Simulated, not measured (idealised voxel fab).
A process module follows: voxel tone inversion.
Cross-sectional view cut (width: 200 nm; square cell size: 5 nm).
Cross-section = grid of square cells, listed top down in bands; band = one or more rows. It is stipulated that each band's entry specify, in nanometres, the height of the top of the band and then that of its bottom, followed by the materials of the band in left-to-right sequence, each together with its width in nanometres. A single material marked by the word "edge to edge" is understood to fill the band from edge to edge; the word "air" is understood to denote empty space. The reference from which all heights are counted is 0, the level beneath which the as-received wafer is entirely one material; the lowest band, having no lower bound, proceeds downward and is written after the example "top 0, no bottom". You'd read "30->40" like this: the band's top row of cells is as wide as the first number, its bottom row is as wide as the second, and going down, every row changes width by the same amount as the row before did. You'll sometimes find "everything unchanged" written for a step, and that's the way of saying that nowhere in the cross-section did a cell change during that step. "Enclosed void list" lists enclosed empty spaces (at least 8 cells, no open path upward to the top), each as width x height at distance from the left edge, in nm. On a step's line, text after the settings is the simulator commenting on that step. "overlay nm" on a masked step: distance the mask lay right of its planned place, negative for left.

**plan**
step 1: RECEIVE: material Si
step 2: CONFORMAL_DEP: material SiN, thk nm 5
step 3: DIRECTIONAL_DEP: material aC, thk nm 20
step 4: PATTERN: tone cover, mask id POSTS, material resist, width nm 25, pitch nm 40, thk nm 30, overlay nm 0
step 5: DIRECTIONAL_ETCH: etch materials aC, depth nm 20
step 6: STRIP: etch materials resist
step 7: FILL_DEP: material lowk, thk nm 10
step 8: CMP: height nm 25
step 9: STRIP: etch materials aC
step 10: CONFORMAL_DEP: material TiN, thk nm 5
step 11: FILL_DEP: material Cu, thk nm 10
step 12: CMP: height nm 25
step 13: CONFORMAL_DEP: material SiN, thk nm 5

**Step 1 complete: cross-section of the wafer as received**
> top 0, no bottom  Si edge to edge
> Enclosed void list: none

**End-of-module XS, first of two wafers, run as planned**
> top 30, bottom 25  SiN edge to edge
> top 25, bottom 10  45 nm lowk | 5 nm TiN | 15 nm Cu | 5 nm TiN | 15 nm lowk | 5 nm TiN | 15 nm Cu | 5 nm TiN | 15 nm lowk | 5 nm TiN | 15 nm Cu | 5 nm TiN | 50 nm lowk
> top 10, bottom 5  45 nm lowk | 25 nm TiN | 15 nm lowk | 25 nm TiN | 15 nm lowk | 25 nm TiN | 50 nm lowk
> top 5, bottom 0  SiN edge to edge
> top 0, no bottom  Si edge to edge
> Enclosed void list: none

**Cross-sectional view: second of two wafers, end of module; start and plan identical to the first, one mistake in running**
> top 30, bottom 25  SiN edge to edge
> top 25, bottom 10  50 nm lowk | 5 nm TiN | 10 nm Cu | 5 nm TiN | 20 nm lowk | 5 nm TiN | 10 nm Cu | 5 nm TiN | 20 nm lowk | 5 nm TiN | 10 nm Cu | 5 nm TiN | 50 nm lowk
> top 10, bottom 5  50 nm lowk | 20 nm TiN | 20 nm lowk | 20 nm TiN | 20 nm lowk | 20 nm TiN | 50 nm lowk
> top 5, bottom 0  SiN edge to edge
> top 0, no bottom  Si edge to edge
> Enclosed void list: none
The plan and the run diverged here: step 4 was not run as planned; what actually ran was PATTERN: tone cover, mask id POSTS, material resist, width nm 20, pitch nm 40, thk nm 30, overlay nm 0
At the finish, the second wafer shows more or fewer cells for some materials than the first does: Cu -9, TiN -3, lowk +12
